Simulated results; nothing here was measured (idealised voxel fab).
A process module follows: voxel self aligned contacts.
Displayed cross-section: cut, width of 260 nm, square cells sized 5 nm.
In this document a cross-section is written as a grid of square cells. It is given as a series of bands, listed from the top down, and a band is one or more rows of cells.
Band entry format. Leading values: height of top, height of bottom, nm. Remainder: materials in left-to-right order, each with its width in nm. Special words: "all across" on a single material, which then fills the band edge to edge; "empty", empty space.
All heights in this document are referenced to 0, defined as the level beneath which the wafer, as received, consists entirely of one material. The lowest band is not bounded below; it extends indefinitely downward and is written in the form "0..down".
The notation "30->40" denotes a width that varies across the rows of cells in the band, beginning at the first number in the top row, finishing at the second number in the bottom row, and changing by an identical amount from each row to the next.
"no alterations made" for a step: no cell of the cross-section changed in that step.
This entry, "Entrapped voids", enumerates those empty regions of no fewer than 8 cells that possess no open connection to the top. Each region is reported in the form width x height at distance, the distance being taken from the left edge, with all three quantities expressed in nm.
after a step's settings: what the simulator itself notes on the step
A step line may carry the setting "overlay nm", which, for steps involving a mask, states the distance by which the mask lay to the right of its intended position; negative values denote displacement to the left.
The following list gives the planned process steps:
| 1 | RECEIVE [material Si] |
| 2 | OXIDIZE [depth nm 5] |
| 3 | DIRECTIONAL_DEP [material polySi] [thk nm 20] |
| 4 | DIRECTIONAL_DEP [material SiN] [thk nm 20] |
| 5 | PATTERN [tone cover] [mask id GATE] [material resist] [width nm 35] [pitch nm 60] [thk nm 15] [overlay nm 0] |
| 6 | DIRECTIONAL_ETCH [etch materials SiN] [depth nm 20] |
| 7 | DIRECTIONAL_ETCH [etch materials polySi] [depth nm 20] |
| 8 | STRIP [etch materials resist] |
| 9 | CONFORMAL_DEP [material SiN] [thk nm 5] |
| 10 | DIRECTIONAL_ETCH [etch materials SiN] [depth nm 5] |
| 11 | FILL_DEP [material SiO2] [thk nm 15] |
| 12 | CMP [height nm 45] |
| 13 | PATTERN [tone open] [mask id CONTACT] [material resist] [width nm 45] [thk nm 15] [overlay nm 0] |
| 14 | DIRECTIONAL_ETCH [etch materials SiO2] [depth nm 50] |
| 15 | STRIP [etch materials resist] |
| 16 | CONFORMAL_DEP [material TiN] [thk nm 5] |
| 17 | FILL_DEP [material Ru] [thk nm 5] |
| 18 | CMP [height nm 45] |
| 19 | CONFORMAL_DEP [material SiCN] [thk nm 5] |
First of the two wafers, run per plan:
Cross-sectional view of the wafer in its as-received condition, corresponding to the state after step 1:
	0..down  Si all across
	Entrapped voids: none
Take a look at the wafer's cross-section after step 2:
	0..-5  SiO2 all across
	Rest of section, below -5: as before.
Take a look at the wafer's cross-section after step 3:
	20..0  polySi all across
	Rest of section, below 0: as before.
Take a look at the wafer's cross-section after step 4:
	40..20  SiN all across
	Rest of section, below 20: as before.
Take a look at the wafer's cross-section after step 5:
	55..40  80 nm empty / 35 nm resist / 25 nm empty / 35 nm resist / 85 nm empty
	Rest of section, below 40: as before.
Take a look at the wafer's cross-section after step 6:
	55..40  80 nm empty / 35 nm resist / 25 nm empty / 35 nm resist / 85 nm empty
	40..20  80 nm empty / 35 nm SiN / 25 nm empty / 35 nm SiN / 85 nm empty
	Rest of section, below 20: as before.
Take a look at the wafer's cross-section after step 7:
	55..40  80 nm empty / 35 nm resist / 25 nm empty / 35 nm resist / 85 nm empty
	40..20  80 nm empty / 35 nm SiN / 25 nm empty / 35 nm SiN / 85 nm empty
	20..0  80 nm empty / 35 nm polySi / 25 nm empty / 35 nm polySi / 85 nm empty
	Rest of section, below 0: as before.
Take a look at the wafer's cross-section after step 8:
	40..20  80 nm empty / 35 nm SiN / 25 nm empty / 35 nm SiN / 85 nm empty
	Rest of section, below 20: as before.
Take a look at the wafer's cross-section after step 9:
	45..20  75 nm empty / 45 nm SiN / 15 nm empty / 45 nm SiN / 80 nm empty
	20..5  75 nm empty / 5 nm SiN / 35 nm polySi / 5 nm SiN / 15 nm empty / 5 nm SiN / 35 nm polySi / 5 nm SiN / 80 nm empty
	5..0  80 nm SiN / 35 nm polySi / 25 nm SiN / 35 nm polySi / 85 nm SiN
	Rest of section, below 0: as before.
Take a look at the wafer's cross-section after step 10:
	40..20  75 nm empty / 45 nm SiN / 15 nm empty / 45 nm SiN / 80 nm empty
	20..0  75 nm empty / 5 nm SiN / 35 nm polySi / 5 nm SiN / 15 nm empty / 5 nm SiN / 35 nm polySi / 5 nm SiN / 80 nm empty
	Rest of section, below 0: as before.
Take a look at the wafer's cross-section after step 11:
	55..40  SiO2 all across
	40..20  75 nm SiO2 / 45 nm SiN / 15 nm SiO2 / 45 nm SiN / 80 nm SiO2
	20..0  75 nm SiO2 / 5 nm SiN / 35 nm polySi / 5 nm SiN / 15 nm SiO2 / 5 nm SiN / 35 nm polySi / 5 nm SiN / 80 nm SiO2
	Rest of section, below 0: as before.
Take a look at the wafer's cross-section after step 12:
	45..40  SiO2 all across
	Rest of section, below 40: as before.
Take a look at the wafer's cross-section after step 13:
	60..45  105 nm resist / 45 nm empty / 110 nm resist
	Rest of section, below 45: as before.
Take a look at the wafer's cross-section after step 14:
	60..45  105 nm resist / 45 nm empty / 110 nm resist
	45..40  105 nm SiO2 / 45 nm empty / 110 nm SiO2
	40..20  75 nm SiO2 / 45 nm SiN / 15 nm empty / 45 nm SiN / 80 nm SiO2
	20..0  75 nm SiO2 / 5 nm SiN / 35 nm polySi / 5 nm SiN / 15 nm empty / 5 nm SiN / 35 nm polySi / 5 nm SiN / 80 nm SiO2
	0..-5  120 nm SiO2 / 15 nm empty / 125 nm SiO2
	Rest of section, below -5: as before.
Take a look at the wafer's cross-section after step 15:
	45..40  105 nm SiO2 / 45 nm empty / 110 nm SiO2
	Rest of section, below 40: as before.
Take a look at the wafer's cross-section after step 16:
	50..45  110 nm TiN / 35 nm empty / 115 nm TiN
	45..40  105 nm SiO2 / 20 nm TiN / 5 nm empty / 20 nm TiN / 110 nm SiO2
	40..20  75 nm SiO2 / 45 nm SiN / 5 nm TiN / 5 nm empty / 5 nm TiN / 45 nm SiN / 80 nm SiO2
	20..0  75 nm SiO2 / 5 nm SiN / 35 nm polySi / 5 nm SiN / 5 nm TiN / 5 nm empty / 5 nm TiN / 5 nm SiN / 35 nm polySi / 5 nm SiN / 80 nm SiO2
	0..-5  120 nm SiO2 / 15 nm TiN / 125 nm SiO2
	Rest of section, below -5: as before.
Take a look at the wafer's cross-section after step 17:
	55..50  Ru all across
	50..45  110 nm TiN / 35 nm Ru / 115 nm TiN
	45..40  105 nm SiO2 / 20 nm TiN / 5 nm Ru / 20 nm TiN / 110 nm SiO2
	40..20  75 nm SiO2 / 45 nm SiN / 5 nm TiN / 5 nm Ru / 5 nm TiN / 45 nm SiN / 80 nm SiO2
	20..0  75 nm SiO2 / 5 nm SiN / 35 nm polySi / 5 nm SiN / 5 nm TiN / 5 nm Ru / 5 nm TiN / 5 nm SiN / 35 nm polySi / 5 nm SiN / 80 nm SiO2
	Rest of section, below 0: as before.
Take a look at the wafer's cross-section after step 18:
	45..40  105 nm SiO2 / 20 nm TiN / 5 nm Ru / 20 nm TiN / 110 nm SiO2
	Rest of section, below 40: as before.
Take a look at the wafer's cross-section after step 19:
	50..45  SiCN all across
	Rest of section, below 45: as before.
Regarding the second of the two wafers: it shared the first wafer's starting condition and process plan, yet one error occurred during its execution. Its history coincides with that of the first wafer up to and including step 4:
Look at the second wafer in cross-section at the time step 5 ought to have finished:
	55..40  85 nm empty / 30 nm resist / 30 nm empty / 30 nm resist / 85 nm empty
	Rest of section, below 40: as before.
Look at the second wafer in cross-section at the time step 6 ought to have finished:
	55..40  85 nm empty / 30 nm resist / 30 nm empty / 30 nm resist / 85 nm empty
	40..20  85 nm empty / 30 nm SiN / 30 nm empty / 30 nm SiN / 85 nm empty
	Rest of section, below 20: as before.
Look at the second wafer in cross-section at the time step 7 ought to have finished:
	55..40  85 nm empty / 30 nm resist / 30 nm empty / 30 nm resist / 85 nm empty
	40..20  85 nm empty / 30 nm SiN / 30 nm empty / 30 nm SiN / 85 nm empty
	20..0  85 nm empty / 30 nm polySi / 30 nm empty / 30 nm polySi / 85 nm empty
	Rest of section, below 0: as before.
Look at the second wafer in cross-section at the time step 8 ought to have finished:
	40..20  85 nm empty / 30 nm SiN / 30 nm empty / 30 nm SiN / 85 nm empty
	Rest of section, below 20: as before.
Look at the second wafer in cross-section at the time step 9 ought to have finished:
	45..20  80 nm empty / 40 nm SiN / 20 nm empty / 40 nm SiN / 80 nm empty
	20..5  80 nm empty / 5 nm SiN / 30 nm polySi / 5 nm SiN / 20 nm empty / 5 nm SiN / 30 nm polySi / 5 nm SiN / 80 nm empty
	5..0  85 nm SiN / 30 nm polySi / 30 nm SiN / 30 nm polySi / 85 nm SiN
	Rest of section, below 0: as before.
Look at the second wafer in cross-section at the time step 10 ought to have finished:
	40..20  80 nm empty / 40 nm SiN / 20 nm empty / 40 nm SiN / 80 nm empty
	20..0  80 nm empty / 5 nm SiN / 30 nm polySi / 5 nm SiN / 20 nm empty / 5 nm SiN / 30 nm polySi / 5 nm SiN / 80 nm empty
	Rest of section, below 0: as before.
Look at the second wafer in cross-section at the time step 11 ought to have finished:
	55..40  SiO2 all across
	40..20  80 nm SiO2 / 40 nm SiN / 20 nm SiO2 / 40 nm SiN / 80 nm SiO2
	20..0  80 nm SiO2 / 5 nm SiN / 30 nm polySi / 5 nm SiN / 20 nm SiO2 / 5 nm SiN / 30 nm polySi / 5 nm SiN / 80 nm SiO2
	Rest of section, below 0: as before.
Look at the second wafer in cross-section at the time step 12 ought to have finished:
	45..40  SiO2 all across
	Rest of section, below 40: as before.
Look at the second wafer in cross-section at the time step 13 ought to have finished:
	60..45  105 nm resist / 45 nm empty / 110 nm resist
	Rest of section, below 45: as before.
Look at the second wafer in cross-section at the time step 14 ought to have finished:
	60..45  105 nm resist / 45 nm empty / 110 nm resist
	45..40  105 nm SiO2 / 45 nm empty / 110 nm SiO2
	40..20  80 nm SiO2 / 40 nm SiN / 20 nm empty / 40 nm SiN / 80 nm SiO2
	20..0  80 nm SiO2 / 5 nm SiN / 30 nm polySi / 5 nm SiN / 20 nm empty / 5 nm SiN / 30 nm polySi / 5 nm SiN / 80 nm SiO2
	0..-5  120 nm SiO2 / 20 nm empty / 120 nm SiO2
	Rest of section, below -5: as before.
Look at the second wafer in cross-section at the time step 15 ought to have finished:
	45..40  105 nm SiO2 / 45 nm empty / 110 nm SiO2
	Rest of section, below 40: as before.
Look at the second wafer in cross-section at the time step 16 ought to have finished:
	50..45  110 nm TiN / 35 nm empty / 115 nm TiN
	45..40  105 nm SiO2 / 20 nm TiN / 10 nm empty / 15 nm TiN / 110 nm SiO2
	40..20  80 nm SiO2 / 40 nm SiN / 5 nm TiN / 10 nm empty / 5 nm TiN / 40 nm SiN / 80 nm SiO2
	20..0  80 nm SiO2 / 5 nm SiN / 30 nm polySi / 5 nm SiN / 5 nm TiN / 10 nm empty / 5 nm TiN / 5 nm SiN / 30 nm polySi / 5 nm SiN / 80 nm SiO2
	0..-5  120 nm SiO2 / 20 nm TiN / 120 nm SiO2
	Rest of section, below -5: as before.
Look at the second wafer in cross-section at the time step 17 ought to have finished:
	55..50  Ru all across
	50..45  110 nm TiN / 35 nm Ru / 115 nm TiN
	45..40  105 nm SiO2 / 20 nm TiN / 10 nm Ru / 15 nm TiN / 110 nm SiO2
	40..20  80 nm SiO2 / 40 nm SiN / 5 nm TiN / 10 nm Ru / 5 nm TiN / 40 nm SiN / 80 nm SiO2
	20..0  80 nm SiO2 / 5 nm SiN / 30 nm polySi / 5 nm SiN / 5 nm TiN / 10 nm Ru / 5 nm TiN / 5 nm SiN / 30 nm polySi / 5 nm SiN / 80 nm SiO2
	Rest of section, below 0: as before.
Look at the second wafer in cross-section at the time step 18 ought to have finished:
	45..40  105 nm SiO2 / 20 nm TiN / 10 nm Ru / 15 nm TiN / 110 nm SiO2
	Rest of section, below 40: as before.
Look at the second wafer in cross-section at the time step 19 ought to have finished:
	50..45  SiCN all across
	Rest of section, below 45: as before.
Error vs. plan: off-plan run, step 5, actual operation and settings PATTERN [tone cover] [mask id GATE] [material resist] [width nm 30] [pitch nm 60] [thk nm 15] [overlay nm 0]
The closing comparison, in cells, has the second wafer with more or fewer of some materials than the first: Ru: 9 more, SiN: 8 fewer, SiO2: 7 more, polySi: 8 fewer
